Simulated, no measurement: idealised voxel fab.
Process module name: voxel wiring stack
FYI the section here is cut, 235 nm wide, cells are 5 nm squares.
When this document writes out a cross-section, it uses a grid of square cells and lists it as bands, beginning at the top and moving down, with a band standing for one or more rows of cells. Heights first: top, then bottom, in nm. Then materials, left to right, each with a width in nm. "all across" on a single material: fills the band edge to edge. "blank": empty space. Heights are expressed relative to 0, this being the level below which the as-received wafer comprises one material exclusively. The lowest band is unbounded in the downward direction and is denoted as in "0 -> down". A width such as "30 to 40" changes by the same amount from each row of cells to the next, from the band's top row to its bottom row. It should be understood that the words "remained unchanged", when stated for a given step, signify that the cross-section underwent no change in any of its cells during that step. Internal closed voids: empty space of 8 cells or more with no open way to the top, each as width x height at its distance from the left edge, in nm. after a step's settings: what the simulator itself notes on the step. "overlay nm" answers the question of how far to the right of plan the mask lay on a step that has a mask, and when it is negative the answer is to the left.
[Intended process steps]
1,RECEIVE (material Si)
2,CONFORMAL_DEP (material SiO2; thk nm 10)
3,CONFORMAL_DEP (material SiCN; thk nm 5)
4,DIRECTIONAL_DEP (material SiO2; thk nm 25)
5,MASKED_ETCH (tone open; mask id METAL_1; width nm 25; pitch nm 45; etch materials SiO2; depth nm 25; overlay nm 0)
6,MASKED_ETCH (tone open; mask id METAL_1; width nm 25; pitch nm 45; etch materials SiCN; depth nm 5; overlay nm 0)
7,CONFORMAL_DEP (material TiN; thk nm 5)
8,FILL_DEP (material Cu; thk nm 10)
9,CMP (height nm 40)
10,CONFORMAL_DEP (material SiCN; thk nm 5)
11,DIRECTIONAL_DEP (material lowk; thk nm 30)
12,DIRECTIONAL_DEP (material aC; thk nm 10)
13,PATTERN (tone open; mask id METAL_2_HOLES; material resist; width nm 15; pitch nm 90; thk nm 30; overlay nm 0)
14,DIRECTIONAL_ETCH (etch materials aC; depth nm 10)
15,STRIP (etch materials resist)
16,DIRECTIONAL_ETCH (etch materials lowk; depth nm 30)
17,STRIP (etch materials aC)
18,MASKED_ETCH (tone open; mask id METAL_2; width nm 25; pitch nm 45; etch materials lowk; depth nm 10; overlay nm 0)
19,MASKED_ETCH (tone open; mask id METAL_2; width nm 25; pitch nm 45; etch materials SiCN; depth nm 5; overlay nm 0)
20,CONFORMAL_DEP (material TiN; thk nm 5)
21,FILL_DEP (material Cu; thk nm 5)
22,CMP (height nm 75)
23,CONFORMAL_DEP (material SiCN; thk nm 5)
24,DIRECTIONAL_DEP (material lowk; thk nm 20)
25,MASKED_ETCH (tone open; mask id PLUG_2; width nm 15; pitch nm 90; etch materials lowk; depth nm 20; overlay nm 0)
26,MASKED_ETCH (tone open; mask id PLUG_2; width nm 15; pitch nm 90; etch materials SiCN; depth nm 5; overlay nm 0)
27,EPI (material Ru; thk nm 10)
28,EPI (material Ru; thk nm 10)
29,EPI (material Ru; thk nm 5)
30,CONFORMAL_DEP (material SiN; thk nm 5)
31,DIRECTIONAL_DEP (material lowk; thk nm 15)
32,PATTERN (tone open; mask id METAL_3; material resist; width nm 25; pitch nm 45; thk nm 20; overlay nm 0)
33,DIRECTIONAL_ETCH (etch materials lowk; depth nm 15)
34,DIRECTIONAL_ETCH (etch materials SiN; depth nm 5)
35,STRIP (etch materials resist)
36,CONFORMAL_DEP (material TiN; thk nm 5)
37,FILL_DEP (material Cu; thk nm 10)
38,CMP (height nm 120)
39,EPI (material Ru; thk nm 5)
40,FILL_DEP (material SiCN; thk nm 5)
41,DIRECTIONAL_DEP (material SiO2; thk nm 10)
42,PATTERN (tone open; mask id PLUG_3; material resist; width nm 15; pitch nm 45; thk nm 15; overlay nm 0)
43,DIRECTIONAL_ETCH (etch materials SiO2; depth nm 10)
44,DIRECTIONAL_ETCH (etch materials SiCN; depth nm 5)
45,STRIP (etch materials resist)
46,EPI (material Ru; thk nm 10)
47,EPI (material Ru; thk nm 5)
48,CONFORMAL_DEP (material SiCN; thk nm 5)
49,DIRECTIONAL_DEP (material SiO2; thk nm 20)
50,PATTERN (tone open; mask id METAL_4; material resist; width nm 25; pitch nm 45; thk nm 15; overlay nm 0)
51,DIRECTIONAL_ETCH (etch materials SiO2; depth nm 20)
52,DIRECTIONAL_ETCH (etch materials SiCN; depth nm 5)
53,STRIP (etch materials resist)
54,CONFORMAL_DEP (material TiN; thk nm 5)
55,FILL_DEP (material W; thk nm 10)
56,CMP (height nm 165)
57,CONFORMAL_DEP (material SiCN; thk nm 5)
Heads up: all these wafers start the same, and what changes between them is the depth nm in step 18. The value you see in the plan is just what the first wafer got.
[As-received state after step 1, first of several wafers, cross-section]
0 -> down | Si all across
Internal closed voids: none
[Per wafer, end of module: cells gained (+) or lost (-) per material since receipt, then closed voids]
depth nm 10 | +91 Cu | +78 Ru | +257 SiCN | +32 SiN | +458 SiO2 | +158 TiN | +36 W | +488 lowk | Internal closed voids: none
depth nm 15 | +98 Cu | +78 Ru | +257 SiCN | +32 SiN | +458 SiO2 | +160 TiN | +36 W | +479 lowk | Internal closed voids: none
depth nm 20 | +105 Cu | +78 Ru | +257 SiCN | +32 SiN | +458 SiO2 | +162 TiN | +36 W | +470 lowk | Internal closed voids: none
depth nm 25 | +112 Cu | +78 Ru | +257 SiCN | +32 SiN | +458 SiO2 | +164 TiN | +36 W | +461 lowk | Internal closed voids: none
depth nm 30 | +126 Cu | +78 Ru | +248 SiCN | +32 SiN | +458 SiO2 | +168 TiN | +36 W | +452 lowk | Internal closed voids: none
depth nm 35 | +126 Cu | +78 Ru | +248 SiCN | +32 SiN | +458 SiO2 | +168 TiN | +36 W | +452 lowk | Internal closed voids: none
